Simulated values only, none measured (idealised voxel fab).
process module | voxel transistor to metal
cross-section cut | 170 nm wide | cells 5 nm
A cross-section is a grid of square cells, given in bands from the top down. A band is one or more rows of cells.
Each band's line starts with the height of the band's top and of its bottom, in nm. Then come its materials from left to right, each with its width in nm. One material with "throughout" fills the band from edge to edge. "air" is empty space.
Height 0 is the level under which the wafer as received is all one material. The lowest band goes on downwards, as in "0 down".
A width such as "30 to 40" changes by the same amount from each row of cells to the next, from the band's top row to its bottom row.
"no change" after a step means that no cell of the cross-section changed.
closed voids: empty space of 8 cells or more with no open way to the top, each as width x height at its distance from the left edge, in nm
after a step's settings: what the simulator itself notes on the step
overlay nm, on a step with a mask: how far to the right of its planned place the mask lay; to the left if negative
plan
1 op RECEIVE | material Si
2 op OXIDIZE | depth nm 5
3 op CONFORMAL_DEP | material SiN | thk nm 10
4 op MASKED_ETCH | tone cover | mask id ACTIVE | width nm 100 | etch materials SiN | depth nm 10 | overlay nm 0
5 op MASKED_ETCH | tone cover | mask id ACTIVE | width nm 100 | etch materials SiO2 | depth nm 5 | overlay nm 0
6 op MASKED_ETCH | tone cover | mask id ACTIVE | width nm 100 | etch materials Si | depth nm 30 | overlay nm 0
7 op FILL_DEP | material SiO2 | thk nm 10
8 op CMP | height nm 10
9 op SELECTIVE_ETCH | etch materials SiO2 | depth nm 10
10 op STRIP | etch materials SiN
11 op SELECTIVE_ETCH | etch materials SiO2 | depth nm 5
12 op OXIDIZE | depth nm 5
13 op DIRECTIONAL_DEP | material polySi | thk nm 30
14 op DIRECTIONAL_DEP | material SiCN | thk nm 10
15 op PATTERN | tone cover | mask id GATE | material resist | width nm 30 | thk nm 15 | overlay nm 0
16 op DIRECTIONAL_ETCH | etch materials SiCN | depth nm 20
17 op DIRECTIONAL_ETCH | etch materials polySi | depth nm 40
18 op STRIP | etch materials resist
19 op CONFORMAL_DEP | material SiO2 | thk nm 5
20 op DIRECTIONAL_ETCH | etch materials SiO2 | depth nm 5
21 op CONFORMAL_DEP | material SiN | thk nm 10
22 op DIRECTIONAL_ETCH | etch materials SiN | depth nm 10
23 op DIRECTIONAL_ETCH | etch materials SiO2 | depth nm 5
24 op DIRECTIONAL_ETCH | etch materials Si | depth nm 10
25 op EPI | material nSi | thk nm 10
26 op FILL_DEP | material SiO2 | thk nm 10
27 op CMP | height nm 25
28 op STRIP | etch materials polySi
29 op SELECTIVE_ETCH | etch materials SiO2 | depth nm 5
30 op CONFORMAL_DEP | material HfO2 | thk nm 5
31 op CONFORMAL_DEP | material TiN | thk nm 5
32 op FILL_DEP | material W | thk nm 10
33 op CMP | height nm 20
34 op DIRECTIONAL_DEP | material SiO2 | thk nm 15
35 op PATTERN | tone open | mask id CONTACT | material resist | width nm 15 | pitch nm 75 | thk nm 20 | overlay nm 0
36 op DIRECTIONAL_ETCH | etch materials SiO2 | depth nm 45
37 op STRIP | etch materials resist
38 op CONFORMAL_DEP | material TiN | thk nm 5
39 op FILL_DEP | material W | thk nm 5
40 op CMP | height nm 35
41 op CONFORMAL_DEP | material SiN | thk nm 5
42 op DIRECTIONAL_DEP | material lowk | thk nm 20
43 op MASKED_ETCH | tone open | mask id METAL_1 | width nm 15 | pitch nm 75 | etch materials lowk | depth nm 20 | overlay nm 0
44 op MASKED_ETCH | tone open | mask id METAL_1 | width nm 15 | pitch nm 75 | etch materials SiN | depth nm 5 | overlay nm 0
45 op CONFORMAL_DEP | material TiN | thk nm 5
46 op FILL_DEP | material Ru | thk nm 10
47 op CMP | height nm 60
48 op EPI | material Ru | thk nm 5
49 op FILL_DEP | material SiCN | thk nm 5
50 op DIRECTIONAL_DEP | material lowk | thk nm 25
51 op MASKED_ETCH | tone open | mask id METAL_2 | width nm 15 | pitch nm 75 | etch materials lowk | depth nm 15 | overlay nm 0
52 op MASKED_ETCH | tone open | mask id METAL_2_HOLES | width nm 15 | pitch nm 75 | etch materials lowk | depth nm 10 | overlay nm 0
53 op MASKED_ETCH | tone open | mask id METAL_2_HOLES | width nm 15 | pitch nm 75 | etch materials SiCN | depth nm 5 | overlay nm 0
54 op CONFORMAL_DEP | material TiN | thk nm 5
55 op FILL_DEP | material Cu | thk nm 10
56 op CMP | height nm 95
57 op CONFORMAL_DEP | material SiCN | thk nm 5
as received, after step 1
  0 down: Si throughout
  closed voids: none
a wafer at the end: this start, this plan, one mistake
  100 to 95: SiCN throughout
  95 to 70: lowk 40 | TiN 5 | Cu 5 | TiN 5 | lowk 60 | TiN 5 | Cu 5 | TiN 5 | lowk 40
  70 to 65: SiCN 40 | TiN 15 | SiCN 60 | TiN 15 | SiCN 40
  65 to 60: SiCN 35 | Ru 25 | SiCN 50 | Ru 25 | SiCN 35
  60 to 40: lowk 40 | TiN 5 | Ru 5 | TiN 5 | lowk 60 | TiN 5 | Ru 5 | TiN 5 | lowk 40
  40 to 35: SiN 40 | TiN 15 | SiN 60 | TiN 15 | SiN 40
  35 to 25: SiO2 40 | TiN 5 | W 5 | TiN 5 | SiO2 60 | TiN 5 | W 5 | TiN 5 | SiO2 40
  25 to 20: SiO2 40 | TiN 5 | W 5 | TiN 5 | SiO2 60 | TiN 15 | SiO2 40
  20 to 5: SiO2 40 | TiN 5 | W 5 | TiN 5 | SiO2 5 | SiN 10 | HfO2 5 | TiN 5 | W 20 | TiN 5 | HfO2 5 | SiN 10 | TiN 10 | SiO2 40
  5 to 0: SiO2 40 | TiN 15 | SiO2 5 | SiN 10 | HfO2 5 | TiN 5 | W 20 | TiN 5 | HfO2 5 | SiN 10 | TiN 10 | SiO2 40
  0 to -5: SiO2 40 | TiN 10 | nSi 10 | SiN 10 | HfO2 5 | TiN 30 | HfO2 5 | SiN 10 | nSi 10 | SiO2 40
  -5 to -10: SiO2 40 | TiN 10 | nSi 10 | SiO2 10 | HfO2 40 | SiO2 10 | nSi 10 | SiO2 40
  -10 to -20: SiO2 35 | nSi 25 | Si 60 | nSi 15 | SiO2 35
  -20 to -35: SiO2 35 | Si 100 | SiO2 35
  -35 down: Si throughout
  closed voids: none
what went wrong: step 15 ran as: op PATTERN | tone cover | mask id GATE | material resist | width nm 30 | thk nm 15 | overlay nm 5
